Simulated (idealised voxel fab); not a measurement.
process module | voxel gate over fins
cross-section cut | 295 nm wide | cells 5 nm
A cross-section is a grid of square cells, given in bands from the top down. A band is one or more rows of cells.
Each band's line starts with the height of the band's top and of its bottom, in nm. Then come its materials from left to right, each with its width in nm. One material with "throughout" fills the band from edge to edge. "air" is empty space.
Height 0 is the level under which the wafer as received is all one material. The lowest band goes on downwards, as in "0 down".
A width such as "30 to 40" changes by the same amount from each row of cells to the next, from the band's top row to its bottom row.
"no change" after a step means that no cell of the cross-section changed.
closed voids: empty space of 8 cells or more with no open way to the top, each as width x height at its distance from the left edge, in nm
after a step's settings: what the simulator itself notes on the step
overlay nm, on a step with a mask: how far to the right of its planned place the mask lay; to the left if negative
plan
1 op RECEIVE | material Si
2 op CONFORMAL_DEP | material SiN | thk nm 10
3 op MASKED_ETCH | tone cover | mask id FINS | width nm 15 | pitch nm 40 | etch materials SiN | depth nm 10 | overlay nm 0
4 op MASKED_ETCH | tone cover | mask id FINS | width nm 15 | pitch nm 40 | etch materials Si | depth nm 35 | overlay nm 0
5 op FILL_DEP | material SiO2 | thk nm 15
6 op CMP | height nm 10
7 op SELECTIVE_ETCH | etch materials SiO2 | depth nm 25
8 op STRIP | etch materials SiN
9 op CONFORMAL_DEP | material HfO2 | thk nm 5
10 op CONFORMAL_DEP | material TiN | thk nm 5
11 op CONFORMAL_DEP | material TiAl | thk nm 5
12 op CONFORMAL_DEP | material TiN | thk nm 5
13 op FILL_DEP | material W | thk nm 10
14 op CMP | height nm 25
15 op CONFORMAL_DEP | material SiCN | thk nm 5
as received, after step 1
  0 down: Si throughout
  closed voids: none
a wafer at the end: this start, this plan, one mistake
  30 to 25: SiCN throughout
  25 to 20: W throughout
  20 to 15: TiN throughout
  15 to 10: TiAl throughout
  10 to 5: TiN throughout
  5 to 0: HfO2 throughout
  0 to -35: SiO2 100 | Si 15 | SiO2 25 | Si 15 | SiO2 25 | Si 15 | SiO2 100
  -35 down: Si throughout
  closed voids: none
what went wrong: step 6 was left out
